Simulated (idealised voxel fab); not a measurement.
process module | voxel transistor to metal
cross-section cut | 180 nm wide | cells 5 nm
A cross-section is a grid of square cells, given in bands from the top down. A band is one or more rows of cells.
Each band's line starts with the height of the band's top and of its bottom, in nm. Then come its materials from left to right, each with its width in nm. One material with "throughout" fills the band from edge to edge. "air" is empty space.
Height 0 is the level under which the wafer as received is all one material. The lowest band goes on downwards, as in "0 down".
A width such as "30 to 40" changes by the same amount from each row of cells to the next, from the band's top row to its bottom row.
"no change" after a step means that no cell of the cross-section changed.
closed voids: empty space of 8 cells or more with no open way to the top, each as width x height at its distance from the left edge, in nm
after a step's settings: what the simulator itself notes on the step
overlay nm, on a step with a mask: how far to the right of its planned place the mask lay; to the left if negative
plan
1 op RECEIVE | material Si
2 op CONFORMAL_DEP | material SiO2 | thk nm 5
3 op CONFORMAL_DEP | material SiN | thk nm 10
4 op MASKED_ETCH | tone cover | mask id ACTIVE | width nm 110 | etch materials SiN | depth nm 10 | overlay nm 0
5 op MASKED_ETCH | tone cover | mask id ACTIVE | width nm 110 | etch materials SiO2 | depth nm 5 | overlay nm 0
6 op MASKED_ETCH | tone cover | mask id ACTIVE | width nm 110 | etch materials Si | depth nm 20 | overlay nm 0
7 op OXIDIZE | depth nm 5
8 op FILL_DEP | material SiO2 | thk nm 10
9 op CMP | height nm 15
10 op SELECTIVE_ETCH | etch materials SiO2 | depth nm 10
11 op STRIP | etch materials SiN
12 op SELECTIVE_ETCH | etch materials SiO2 | depth nm 5
13 op OXIDIZE | depth nm 5
14 op DIRECTIONAL_DEP | material polySi | thk nm 30
15 op DIRECTIONAL_DEP | material SiCN | thk nm 10
16 op MASKED_ETCH | tone cover | mask id GATE | width nm 20 | etch materials SiCN | depth nm 20 | overlay nm 0
17 op MASKED_ETCH | tone cover | mask id GATE | width nm 20 | etch materials polySi | depth nm 40 | overlay nm 0
18 op CONFORMAL_DEP | material SiN | thk nm 5
19 op DIRECTIONAL_ETCH | etch materials SiN | depth nm 5
20 op DIRECTIONAL_ETCH | etch materials SiO2 | depth nm 5
21 op DIRECTIONAL_ETCH | etch materials Si | depth nm 5
22 op EPI | material pSi | thk nm 5
23 op FILL_DEP | material SiO2 | thk nm 10
24 op CMP | height nm 40
25 op DIRECTIONAL_DEP | material SiO2 | thk nm 10
26 op MASKED_ETCH | tone open | mask id CONTACT | width nm 30 | pitch nm 60 | etch materials SiO2 | depth nm 55 | overlay nm 0
27 op CONFORMAL_DEP | material TiN | thk nm 5
28 op FILL_DEP | material Ru | thk nm 5
29 op CMP | height nm 50
30 op CONFORMAL_DEP | material SiCN | thk nm 5
31 op DIRECTIONAL_DEP | material SiO2 | thk nm 20
32 op PATTERN | tone open | mask id METAL_1 | material resist | width nm 15 | pitch nm 75 | thk nm 15 | overlay nm 0
33 op DIRECTIONAL_ETCH | etch materials SiO2 | depth nm 20
34 op DIRECTIONAL_ETCH | etch materials SiCN | depth nm 5
35 op STRIP | etch materials resist
36 op CONFORMAL_DEP | material TiN | thk nm 5
37 op FILL_DEP | material Cu | thk nm 5
38 op CMP | height nm 75
39 op CONFORMAL_DEP | material SiCN | thk nm 5
40 op DIRECTIONAL_DEP | material SiO2 | thk nm 35
41 op PATTERN | tone open | mask id METAL_2 | material resist | width nm 15 | pitch nm 75 | thk nm 15 | overlay nm 0
42 op DIRECTIONAL_ETCH | etch materials SiO2 | depth nm 20
43 op STRIP | etch materials resist
44 op DIRECTIONAL_DEP | material aC | thk nm 15
45 op PATTERN | tone open | mask id METAL_2_HOLES | material resist | width nm 15 | pitch nm 75 | thk nm 30 | overlay nm 0
46 op DIRECTIONAL_ETCH | etch materials aC | depth nm 15
47 op STRIP | etch materials resist
48 op DIRECTIONAL_ETCH | etch materials SiO2 | depth nm 15
49 op DIRECTIONAL_ETCH | etch materials SiCN | depth nm 5
50 op STRIP | etch materials aC
51 op CONFORMAL_DEP | material TiN | thk nm 5
52 op FILL_DEP | material Ru | thk nm 5
53 op CMP | height nm 115
54 op CONFORMAL_DEP | material SiN | thk nm 5
first wafer, as planned
as received, after step 1
  0 down: Si throughout
  closed voids: none
after step 2
  5 to 0: SiO2 throughout
  below 0: unchanged
after step 3
  15 to 5: SiN throughout
  below 5: unchanged
after step 4
  15 to 5: air 35 | SiN 110 | air 35
  below 5: unchanged
after step 5
  15 to 5: air 35 | SiN 110 | air 35
  5 to 0: air 35 | SiO2 110 | air 35
  below 0: unchanged
after step 6
  15 to 5: air 35 | SiN 110 | air 35
  5 to 0: air 35 | SiO2 110 | air 35
  0 to -20: air 35 | Si 110 | air 35
  below -20: unchanged
after step 7
  15 to 5: air 35 | SiN 110 | air 35
  5 to 0: air 35 | SiO2 110 | air 35
  0 to -20: air 35 | SiO2 5 | Si 100 | SiO2 5 | air 35
  -20 to -25: SiO2 40 | Si 100 | SiO2 40
  below -25: unchanged
after step 8
  25 to 15: SiO2 throughout
  15 to 5: SiO2 35 | SiN 110 | SiO2 35
  5 to 0: SiO2 throughout
  0 to -25: SiO2 40 | Si 100 | SiO2 40
  below -25: unchanged
after step 9
  15 to 5: SiO2 35 | SiN 110 | SiO2 35
  below 5: unchanged
after step 10
  15 to 5: air 35 | SiN 110 | air 35
  below 5: unchanged
after step 11
  5 to 0: SiO2 throughout
  below 0: unchanged
after step 12
  0 to -25: SiO2 40 | Si 100 | SiO2 40
  below -25: unchanged
after step 13
  0 to -5: SiO2 throughout
  below -5: unchanged
after step 14
  30 to 0: polySi throughout
  below 0: unchanged
after step 15
  40 to 30: SiCN throughout
  below 30: unchanged
after step 16
  40 to 30: air 80 | SiCN 20 | air 80
  below 30: unchanged
after step 17
  40 to 30: air 80 | SiCN 20 | air 80
  30 to 0: air 80 | polySi 20 | air 80
  below 0: unchanged
after step 18
  45 to 40: air 75 | SiN 30 | air 75
  40 to 30: air 75 | SiN 5 | SiCN 20 | SiN 5 | air 75
  30 to 5: air 75 | SiN 5 | polySi 20 | SiN 5 | air 75
  5 to 0: SiN 80 | polySi 20 | SiN 80
  below 0: unchanged
after step 19
  40 to 30: air 75 | SiN 5 | SiCN 20 | SiN 5 | air 75
  30 to 0: air 75 | SiN 5 | polySi 20 | SiN 5 | air 75
  below 0: unchanged
after step 20
  40 to 30: air 75 | SiN 5 | SiCN 20 | SiN 5 | air 75
  30 to 0: air 75 | SiN 5 | polySi 20 | SiN 5 | air 75
  0 to -5: air 75 | SiO2 30 | air 75
  below -5: unchanged
after step 21
  40 to 30: air 75 | SiN 5 | SiCN 20 | SiN 5 | air 75
  30 to 0: air 75 | SiN 5 | polySi 20 | SiN 5 | air 75
  0 to -5: air 75 | SiO2 30 | air 75
  -5 to -10: SiO2 40 | air 35 | Si 30 | air 35 | SiO2 40
  below -10: unchanged
after step 22
  40 to 30: air 75 | SiN 5 | SiCN 20 | SiN 5 | air 75
  30 to 0: air 75 | SiN 5 | polySi 20 | SiN 5 | air 75
  0 to -5: air 70 | pSi 5 | SiO2 30 | pSi 5 | air 70
  -5 to -10: SiO2 40 | pSi 35 | Si 30 | pSi 35 | SiO2 40
  below -10: unchanged
after step 23
  50 to 40: SiO2 throughout
  40 to 30: SiO2 75 | SiN 5 | SiCN 20 | SiN 5 | SiO2 75
  30 to 0: SiO2 75 | SiN 5 | polySi 20 | SiN 5 | SiO2 75
  0 to -5: SiO2 70 | pSi 5 | SiO2 30 | pSi 5 | SiO2 70
  below -5: unchanged
after step 24
  40 to 30: SiO2 75 | SiN 5 | SiCN 20 | SiN 5 | SiO2 75
  below 30: unchanged
after step 25
  50 to 40: SiO2 throughout
  below 40: unchanged
after step 26
  50 to 40: SiO2 45 | air 30 | SiO2 30 | air 30 | SiO2 45
  40 to 30: SiO2 45 | air 30 | SiN 5 | SiCN 20 | SiN 5 | air 30 | SiO2 45
  30 to 0: SiO2 45 | air 30 | SiN 5 | polySi 20 | SiN 5 | air 30 | SiO2 45
  0 to -5: SiO2 45 | air 25 | pSi 5 | SiO2 30 | pSi 5 | air 25 | SiO2 45
  below -5: unchanged
after step 27
  55 to 50: TiN 50 | air 20 | TiN 40 | air 20 | TiN 50
  50 to 40: SiO2 45 | TiN 5 | air 20 | TiN 5 | SiO2 30 | TiN 5 | air 20 | TiN 5 | SiO2 45
  40 to 30: SiO2 45 | TiN 5 | air 20 | TiN 5 | SiN 5 | SiCN 20 | SiN 5 | TiN 5 | air 20 | TiN 5 | SiO2 45
  30 to 5: SiO2 45 | TiN 5 | air 20 | TiN 5 | SiN 5 | polySi 20 | SiN 5 | TiN 5 | air 20 | TiN 5 | SiO2 45
  5 to 0: SiO2 45 | TiN 5 | air 15 | TiN 10 | SiN 5 | polySi 20 | SiN 5 | TiN 10 | air 15 | TiN 5 | SiO2 45
  0 to -5: SiO2 45 | TiN 25 | pSi 5 | SiO2 30 | pSi 5 | TiN 25 | SiO2 45
  below -5: unchanged
after step 28
  60 to 55: Ru throughout
  55 to 50: TiN 50 | Ru 20 | TiN 40 | Ru 20 | TiN 50
  50 to 40: SiO2 45 | TiN 5 | Ru 20 | TiN 5 | SiO2 30 | TiN 5 | Ru 20 | TiN 5 | SiO2 45
  40 to 30: SiO2 45 | TiN 5 | Ru 20 | TiN 5 | SiN 5 | SiCN 20 | SiN 5 | TiN 5 | Ru 20 | TiN 5 | SiO2 45
  30 to 5: SiO2 45 | TiN 5 | Ru 20 | TiN 5 | SiN 5 | polySi 20 | SiN 5 | TiN 5 | Ru 20 | TiN 5 | SiO2 45
  5 to 0: SiO2 45 | TiN 5 | Ru 15 | TiN 10 | SiN 5 | polySi 20 | SiN 5 | TiN 10 | Ru 15 | TiN 5 | SiO2 45
  below 0: unchanged
after step 29
  50 to 40: SiO2 45 | TiN 5 | Ru 20 | TiN 5 | SiO2 30 | TiN 5 | Ru 20 | TiN 5 | SiO2 45
  below 40: unchanged
after step 30
  55 to 50: SiCN throughout
  below 50: unchanged
after step 31
  75 to 55: SiO2 throughout
  below 55: unchanged
after step 32
  90 to 75: resist 45 | air 15 | resist 60 | air 15 | resist 45
  below 75: unchanged
after step 33
  90 to 75: resist 45 | air 15 | resist 60 | air 15 | resist 45
  75 to 55: SiO2 45 | air 15 | SiO2 60 | air 15 | SiO2 45
  below 55: unchanged
after step 34
  90 to 75: resist 45 | air 15 | resist 60 | air 15 | resist 45
  75 to 55: SiO2 45 | air 15 | SiO2 60 | air 15 | SiO2 45
  55 to 50: SiCN 45 | air 15 | SiCN 60 | air 15 | SiCN 45
  below 50: unchanged
after step 35
  75 to 55: SiO2 45 | air 15 | SiO2 60 | air 15 | SiO2 45
  below 55: unchanged
after step 36
  80 to 75: TiN 50 | air 5 | TiN 70 | air 5 | TiN 50
  75 to 55: SiO2 45 | TiN 5 | air 5 | TiN 5 | SiO2 60 | TiN 5 | air 5 | TiN 5 | SiO2 45
  55 to 50: SiCN 45 | TiN 15 | SiCN 60 | TiN 15 | SiCN 45
  below 50: unchanged
after step 37
  85 to 80: Cu throughout
  80 to 75: TiN 50 | Cu 5 | TiN 70 | Cu 5 | TiN 50
  75 to 55: SiO2 45 | TiN 5 | Cu 5 | TiN 5 | SiO2 60 | TiN 5 | Cu 5 | TiN 5 | SiO2 45
  below 55: unchanged
after step 38
  75 to 55: SiO2 45 | TiN 5 | Cu 5 | TiN 5 | SiO2 60 | TiN 5 | Cu 5 | TiN 5 | SiO2 45
  below 55: unchanged
after step 39
  80 to 75: SiCN throughout
  below 75: unchanged
after step 40
  115 to 80: SiO2 throughout
  below 80: unchanged
after step 41
  130 to 115: resist 45 | air 15 | resist 60 | air 15 | resist 45
  below 115: unchanged
after step 42
  130 to 115: resist 45 | air 15 | resist 60 | air 15 | resist 45
  115 to 95: SiO2 45 | air 15 | SiO2 60 | air 15 | SiO2 45
  below 95: unchanged
after step 43
  115 to 95: SiO2 45 | air 15 | SiO2 60 | air 15 | SiO2 45
  below 95: unchanged
after step 44
  130 to 115: aC 45 | air 15 | aC 60 | air 15 | aC 45
  115 to 110: SiO2 45 | air 15 | SiO2 60 | air 15 | SiO2 45
  110 to 95: SiO2 45 | aC 15 | SiO2 60 | aC 15 | SiO2 45
  below 95: unchanged
after step 45
  160 to 130: resist 45 | air 15 | resist 60 | air 15 | resist 45
  below 130: unchanged
after step 46
  145 to 130: resist 45 | air 15 | resist 60 | air 15 | resist 45
  130 to 115: aC 45 | air 15 | aC 60 | air 15 | aC 45
  115 to 95: SiO2 45 | air 15 | SiO2 60 | air 15 | SiO2 45
  below 95: unchanged
after step 47
  130 to 115: aC 45 | air 15 | aC 60 | air 15 | aC 45
  below 115: unchanged
after step 48
  130 to 115: aC 45 | air 15 | aC 60 | air 15 | aC 45
  115 to 80: SiO2 45 | air 15 | SiO2 60 | air 15 | SiO2 45
  below 80: unchanged
after step 49
  130 to 115: aC 45 | air 15 | aC 60 | air 15 | aC 45
  115 to 80: SiO2 45 | air 15 | SiO2 60 | air 15 | SiO2 45
  80 to 75: SiCN 45 | air 15 | SiCN 60 | air 15 | SiCN 45
  below 75: unchanged
after step 50
  115 to 80: SiO2 45 | air 15 | SiO2 60 | air 15 | SiO2 45
  below 80: unchanged
after step 51
  120 to 115: TiN 50 | air 5 | TiN 70 | air 5 | TiN 50
  115 to 80: SiO2 45 | TiN 5 | air 5 | TiN 5 | SiO2 60 | TiN 5 | air 5 | TiN 5 | SiO2 45
  80 to 75: SiCN 45 | TiN 15 | SiCN 60 | TiN 15 | SiCN 45
  below 75: unchanged
after step 52
  125 to 120: Ru throughout
  120 to 115: TiN 50 | Ru 5 | TiN 70 | Ru 5 | TiN 50
  115 to 80: SiO2 45 | TiN 5 | Ru 5 | TiN 5 | SiO2 60 | TiN 5 | Ru 5 | TiN 5 | SiO2 45
  below 80: unchanged
after step 53
  115 to 80: SiO2 45 | TiN 5 | Ru 5 | TiN 5 | SiO2 60 | TiN 5 | Ru 5 | TiN 5 | SiO2 45
  below 80: unchanged
after step 54
  120 to 115: SiN throughout
  below 115: unchanged
second wafer: like start, like plan, one mistake. Through step 29 it matches the first wafer
when step 30 should have ended
  65 to 50: SiCN throughout
  below 50: unchanged
when step 31 should have ended
  85 to 65: SiO2 throughout
  below 65: unchanged
when step 32 should have ended
  100 to 85: resist 45 | air 15 | resist 60 | air 15 | resist 45
  below 85: unchanged
when step 33 should have ended
  100 to 85: resist 45 | air 15 | resist 60 | air 15 | resist 45
  85 to 65: SiO2 45 | air 15 | SiO2 60 | air 15 | SiO2 45
  below 65: unchanged
when step 34 should have ended
  100 to 85: resist 45 | air 15 | resist 60 | air 15 | resist 45
  85 to 65: SiO2 45 | air 15 | SiO2 60 | air 15 | SiO2 45
  65 to 60: SiCN 45 | air 15 | SiCN 60 | air 15 | SiCN 45
  below 60: unchanged
when step 35 should have ended
  85 to 65: SiO2 45 | air 15 | SiO2 60 | air 15 | SiO2 45
  below 65: unchanged
when step 36 should have ended
  90 to 85: TiN 50 | air 5 | TiN 70 | air 5 | TiN 50
  85 to 65: SiO2 45 | TiN 5 | air 5 | TiN 5 | SiO2 60 | TiN 5 | air 5 | TiN 5 | SiO2 45
  65 to 60: SiCN 45 | TiN 15 | SiCN 60 | TiN 15 | SiCN 45
  below 60: unchanged
when step 37 should have ended
  95 to 90: Cu throughout
  90 to 85: TiN 50 | Cu 5 | TiN 70 | Cu 5 | TiN 50
  85 to 65: SiO2 45 | TiN 5 | Cu 5 | TiN 5 | SiO2 60 | TiN 5 | Cu 5 | TiN 5 | SiO2 45
  below 65: unchanged
when step 38 should have ended
  75 to 65: SiO2 45 | TiN 5 | Cu 5 | TiN 5 | SiO2 60 | TiN 5 | Cu 5 | TiN 5 | SiO2 45
  below 65: unchanged
when step 39 should have ended
  80 to 75: SiCN throughout
  below 75: unchanged
when step 40 should have ended
  115 to 80: SiO2 throughout
  below 80: unchanged
when step 41 should have ended
  130 to 115: resist 45 | air 15 | resist 60 | air 15 | resist 45
  below 115: unchanged
when step 42 should have ended
  130 to 115: resist 45 | air 15 | resist 60 | air 15 | resist 45
  115 to 95: SiO2 45 | air 15 | SiO2 60 | air 15 | SiO2 45
  below 95: unchanged
when step 43 should have ended
  115 to 95: SiO2 45 | air 15 | SiO2 60 | air 15 | SiO2 45
  below 95: unchanged
when step 44 should have ended
  130 to 115: aC 45 | air 15 | aC 60 | air 15 | aC 45
  115 to 110: SiO2 45 | air 15 | SiO2 60 | air 15 | SiO2 45
  110 to 95: SiO2 45 | aC 15 | SiO2 60 | aC 15 | SiO2 45
  below 95: unchanged
when step 45 should have ended
  160 to 130: resist 45 | air 15 | resist 60 | air 15 | resist 45
  below 130: unchanged
when step 46 should have ended
  145 to 130: resist 45 | air 15 | resist 60 | air 15 | resist 45
  130 to 115: aC 45 | air 15 | aC 60 | air 15 | aC 45
  115 to 95: SiO2 45 | air 15 | SiO2 60 | air 15 | SiO2 45
  below 95: unchanged
when step 47 should have ended
  130 to 115: aC 45 | air 15 | aC 60 | air 15 | aC 45
  below 115: unchanged
when step 48 should have ended
  130 to 115: aC 45 | air 15 | aC 60 | air 15 | aC 45
  115 to 80: SiO2 45 | air 15 | SiO2 60 | air 15 | SiO2 45
  below 80: unchanged
when step 49 should have ended
  130 to 115: aC 45 | air 15 | aC 60 | air 15 | aC 45
  115 to 80: SiO2 45 | air 15 | SiO2 60 | air 15 | SiO2 45
  80 to 75: SiCN 45 | air 15 | SiCN 60 | air 15 | SiCN 45
  below 75: unchanged
when step 50 should have ended
  115 to 80: SiO2 45 | air 15 | SiO2 60 | air 15 | SiO2 45
  below 80: unchanged
when step 51 should have ended
  120 to 115: TiN 50 | air 5 | TiN 70 | air 5 | TiN 50
  115 to 80: SiO2 45 | TiN 5 | air 5 | TiN 5 | SiO2 60 | TiN 5 | air 5 | TiN 5 | SiO2 45
  80 to 75: SiCN 45 | TiN 15 | SiCN 60 | TiN 15 | SiCN 45
  below 75: unchanged
when step 52 should have ended
  125 to 120: Ru throughout
  120 to 115: TiN 50 | Ru 5 | TiN 70 | Ru 5 | TiN 50
  115 to 80: SiO2 45 | TiN 5 | Ru 5 | TiN 5 | SiO2 60 | TiN 5 | Ru 5 | TiN 5 | SiO2 45
  below 80: unchanged
when step 53 should have ended
  115 to 80: SiO2 45 | TiN 5 | Ru 5 | TiN 5 | SiO2 60 | TiN 5 | Ru 5 | TiN 5 | SiO2 45
  below 80: unchanged
when step 54 should have ended
  120 to 115: SiN throughout
  below 115: unchanged
what went wrong: step 30 ran as: op CONFORMAL_DEP | material SiCN | thk nm 15
at the end the second wafer has, in cells: 4 fewer of Cu | 72 more of SiCN | 60 fewer of SiO2 | 8 fewer of TiN
